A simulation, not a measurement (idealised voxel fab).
You're looking at the process module voxel quadruple lines.
Xsec cut, 285 nm wide, square cell size 5 nm.
Reading order for cross-sections: top band down to bottom band. Underlying form: a grid of square cells. Band size: one or more rows of cells. The band entry comprises the height of the band's top followed by the height of its bottom, expressed in nm, and subsequently the band's materials from left to right, each stated together with its width in nm. Where a single material is marked with the word "everywhere", that material fills the band from edge to edge. The word "empty" represents empty space. Heads up on the height convention: 0 is the point under which the incoming wafer is all one material, and the lowest band has no bottom, it just keeps going down, like "0..down". You'd read "30 to 40" like this: the band's top row of cells is as wide as the first number, its bottom row is as wide as the second, and going down, every row changes width by the same amount as the row before did. Given "changes: none" for a step, no cell of the cross-section differs between before and after that step. "Closed void register": empty spaces of 8 cells or more with no open way to the top, each given as width x height at distance, distance from the left edge, all in nm. It should be noted that, on the line of a given step, the content following the step's settings is a remark produced by the simulator itself with respect to that step. overlay nm: mask right of planned place by this much (step with mask). Neg. = left.

List of planned process steps
1 RECEIVE,material Si
2 CONFORMAL_DEP,material SiO2,thk nm 10
3 DIRECTIONAL_DEP,material TiN,thk nm 10
4 DIRECTIONAL_DEP,material polySi,thk nm 15
5 DIRECTIONAL_DEP,material aC,thk nm 25
6 PATTERN,tone cover,mask id MANDREL,material resist,width nm 25,thk nm 35,overlay nm 0
7 DIRECTIONAL_ETCH,etch materials aC,depth nm 25
8 STRIP,etch materials resist
9 CONFORMAL_DEP,material SiO2,thk nm 15
10 DIRECTIONAL_ETCH,etch materials SiO2,depth nm 15
11 STRIP,etch materials aC
12 DIRECTIONAL_ETCH,etch materials polySi,depth nm 15
13 STRIP,etch materials SiO2
14 CONFORMAL_DEP,material SiN,thk nm 5
15 DIRECTIONAL_ETCH,etch materials SiN,depth nm 5
16 STRIP,etch materials polySi
17 DIRECTIONAL_ETCH,etch materials TiN,depth nm 10
18 STRIP,etch materials SiN

Received-state cross-section, reflecting completion of step 1
0..down  Si everywhere
Closed void register: none

What the wafer looks like in cross-section after this module, when it starts as shown above and follows the plan above but one mistake is made in running it
25..10  polySi everywhere
10..0  SiO2 everywhere
0..down  Si everywhere
Closed void register: none
Nonconformance to the process plan: deviation from plan: step 4 and step 3 executed in one another's positions
